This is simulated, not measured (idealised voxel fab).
Documented hereafter: the process module known as voxel tone inversion.
For reference, the cross-section in this document is cut, with width 200 nm and square cells of 5 nm.
Square cells in a grid make up a cross-section in this document, and the grid is given as bands, listed from the top down, each one or more rows of cells. Top height, bottom height, nm. Materials left to right, width each, nm. Single material + "throughout" = fills band edge to edge. "empty" = empty. Heights from 0 (as-received wafer is one material below). Bottom band endless downward, as "top 0, no bottom". The two numbers in a width such as "30->40" mark its ends across the band: the first belongs to the top row of cells, the second to the bottom row, and from each row to the next the width moves by the same amount. "remained unchanged", as given for a step, is the statement that not any cell of the cross-section underwent a change during that step. What "Sealed void inventory" gives you is every empty space of 8 cells or more that is cut off from the top. Each appears as width x height at distance, with the distance taken from the left edge and width, height and distance all in nm. That trailing text on a step's line, after the settings, is the simulator's own remark on the step. "overlay nm", when on a step's line for a step with a mask, measures how far to the right of its planned place the mask lay; a negative measure means to the left.

Process steps foreseen in the plan:
1 RECEIVE,material Si
2 CONFORMAL_DEP,material SiCN,thk nm 5
3 DIRECTIONAL_DEP,material polySi,thk nm 25
4 PATTERN,tone cover,mask id POSTS,material resist,width nm 25,pitch nm 45,thk nm 30,overlay nm 0
5 DIRECTIONAL_ETCH,etch materials polySi,depth nm 25
6 STRIP,etch materials resist
7 FILL_DEP,material lowk,thk nm 10
8 CMP,height nm 30
9 STRIP,etch materials polySi
10 CONFORMAL_DEP,material TiN,thk nm 5
11 FILL_DEP,material Cu,thk nm 10
12 CMP,height nm 30
13 CONFORMAL_DEP,material SiN,thk nm 5

Step 1 complete: cross-section of the wafer as received:
> top 0, no bottom: Si throughout
> Sealed void inventory: none

The plan above was carried out on the starting structure above with one mistake, and this cross-section shows the wafer at the end of the module:
> top 35, bottom 30: SiN throughout
> top 30, bottom 10: lowk: 40, TiN: 5, Cu: 20, TiN: 5, lowk: 15, TiN: 5, Cu: 20, TiN: 5, lowk: 15, TiN: 5, Cu: 20, TiN: 5, lowk: 40
> top 10, bottom 5: lowk: 40, TiN: 30, lowk: 15, TiN: 30, lowk: 15, TiN: 30, lowk: 40
> top 5, bottom 0: SiCN throughout
> top 0, no bottom: Si throughout
> Sealed void inventory: none
Against the plan, the run slipped here: planned and actual differ for step 4; actual: PATTERN,tone cover,mask id POSTS,material resist,width nm 30,pitch nm 45,thk nm 30,overlay nm 0
